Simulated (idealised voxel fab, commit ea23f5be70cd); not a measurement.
process module | voxel transistor to metal
cross-section cut | 210 nm wide | cells 5 nm
A cross-section is a grid of square cells, given in bands from the top down. A band is one or more rows of cells.
Each band's line starts with the height of the band's top and of its bottom, in nm. Then come its materials from left to right, each with its width in nm. One material with "throughout" fills the band from edge to edge. "air" is empty space.
Height 0 is the level under which the wafer as received is all one material. The lowest band goes on downwards, as in "0 down".
A width such as "30 to 40" changes by the same amount from each row of cells to the next, from the band's top row to its bottom row.
"no change" after a step means that no cell of the cross-section changed.
closed voids: empty space of 8 cells or more with no open way to the top, each as width x height at its distance from the left edge, in nm
after a step's settings: what the simulator itself notes on the step
overlay nm, on a step with a mask: how far to the right of its planned place the mask lay; to the left if negative
plan
1 op RECEIVE | material Si
2 op CONFORMAL_DEP | material SiO2 | thk nm 5
3 op CONFORMAL_DEP | material SiN | thk nm 15
4 op DIRECTIONAL_DEP | material aC | thk nm 10
5 op PATTERN | tone cover | mask id ACTIVE | material resist | width nm 105 | thk nm 30 | overlay nm 0
6 op DIRECTIONAL_ETCH | etch materials aC | depth nm 10
7 op STRIP | etch materials resist
8 op DIRECTIONAL_ETCH | etch materials SiN | depth nm 15
9 op DIRECTIONAL_ETCH | etch materials SiO2 | depth nm 5
10 op DIRECTIONAL_ETCH | etch materials Si | depth nm 25
11 op STRIP | etch materials aC
12 op OXIDIZE | depth nm 5
13 op FILL_DEP | material SiO2 | thk nm 5
14 op CMP | height nm 20
15 op SELECTIVE_ETCH | etch materials SiO2 | depth nm 10
16 op STRIP | etch materials SiN
17 op SELECTIVE_ETCH | etch materials SiO2 | depth nm 5
18 op OXIDIZE | depth nm 5
19 op DIRECTIONAL_DEP | material polySi | thk nm 30
20 op DIRECTIONAL_DEP | material SiCN | thk nm 15
21 op MASKED_ETCH | tone cover | mask id GATE | width nm 25 | etch materials SiCN | depth nm 25 | overlay nm 0
22 op MASKED_ETCH | tone cover | mask id GATE | width nm 25 | etch materials polySi | depth nm 40 | overlay nm 0
23 op CONFORMAL_DEP | material SiO2 | thk nm 5
24 op DIRECTIONAL_ETCH | etch materials SiO2 | depth nm 5
25 op CONFORMAL_DEP | material SiN | thk nm 5
26 op DIRECTIONAL_ETCH | etch materials SiN | depth nm 5
27 op DIRECTIONAL_ETCH | etch materials SiO2 | depth nm 5
28 op DIRECTIONAL_ETCH | etch materials Si | depth nm 5
29 op EPI | material SiGe | thk nm 5
30 op FILL_DEP | material SiO2 | thk nm 5
31 op CMP | height nm 30
32 op STRIP | etch materials polySi
33 op SELECTIVE_ETCH | etch materials SiO2 | depth nm 5
34 op CONFORMAL_DEP | material HfO2 | thk nm 5
35 op CONFORMAL_DEP | material TiN | thk nm 5
36 op FILL_DEP | material W | thk nm 10
37 op CMP | height nm 25
38 op DIRECTIONAL_DEP | material SiO2 | thk nm 15
39 op DIRECTIONAL_DEP | material aC | thk nm 15
40 op PATTERN | tone open | mask id CONTACT | material resist | width nm 20 | pitch nm 75 | thk nm 30 | overlay nm 0
41 op DIRECTIONAL_ETCH | etch materials aC | depth nm 15
42 op STRIP | etch materials resist
43 op DIRECTIONAL_ETCH | etch materials SiO2 | depth nm 45
44 op STRIP | etch materials aC
45 op CONFORMAL_DEP | material TiN | thk nm 5
46 op FILL_DEP | material W | thk nm 5
47 op CMP | height nm 40
48 op CONFORMAL_DEP | material SiN | thk nm 5
49 op DIRECTIONAL_DEP | material SiO2 | thk nm 15
50 op MASKED_ETCH | tone open | mask id METAL_1 | width nm 20 | pitch nm 75 | etch materials SiO2 | depth nm 15 | overlay nm 0
51 op MASKED_ETCH | tone open | mask id METAL_1 | width nm 20 | pitch nm 75 | etch materials SiN | depth nm 5 | overlay nm 0
52 op CONFORMAL_DEP | material TiN | thk nm 5
53 op FILL_DEP | material Cu | thk nm 5
54 op CMP | height nm 60
55 op EPI | material Ru | thk nm 5
56 op FILL_DEP | material SiCN | thk nm 5
as received, after step 1
  0 down: Si throughout
  closed voids: none
a wafer at the end: this start, this plan, one mistake
  70 to 65: SiCN throughout
  65 to 60: SiCN 50 | Ru 30 | SiCN 45 | Ru 30 | SiCN 55
  60 to 45: SiO2 55 | TiN 5 | Cu 10 | TiN 5 | SiO2 55 | TiN 5 | Cu 10 | TiN 5 | SiO2 60
  45 to 40: SiN 55 | TiN 20 | SiN 55 | TiN 20 | SiN 60
  40 to 25: SiO2 55 | TiN 5 | W 10 | TiN 5 | SiO2 55 | TiN 5 | W 10 | TiN 5 | SiO2 60
  25 to 5: SiO2 55 | TiN 5 | W 10 | TiN 5 | SiO2 5 | SiN 5 | HfO2 5 | TiN 5 | W 15 | TiN 5 | HfO2 5 | SiN 5 | SiO2 5 | TiN 5 | W 10 | TiN 5 | SiO2 60
  5 to 0: SiO2 50 | SiN 5 | TiN 5 | W 10 | TiN 5 | SiO2 5 | SiN 5 | HfO2 5 | TiN 25 | HfO2 5 | SiN 5 | SiO2 5 | TiN 5 | W 10 | TiN 5 | SiO2 5 | SiN 5 | SiO2 50
  0 to -5: SiO2 55 | TiN 20 | SiGe 5 | SiO2 5 | HfO2 35 | SiO2 5 | SiGe 5 | TiN 20 | SiO2 60
  -5 to -10: SiO2 55 | SiGe 25 | Si 45 | SiGe 30 | SiO2 55
  -10 to -30: SiO2 55 | Si 100 | SiO2 55
  -30 down: Si throughout
  closed voids: none
what went wrong: step 5 ran as: op PATTERN | tone cover | mask id ACTIVE | material resist | width nm 110 | thk nm 30 | overlay nm 0
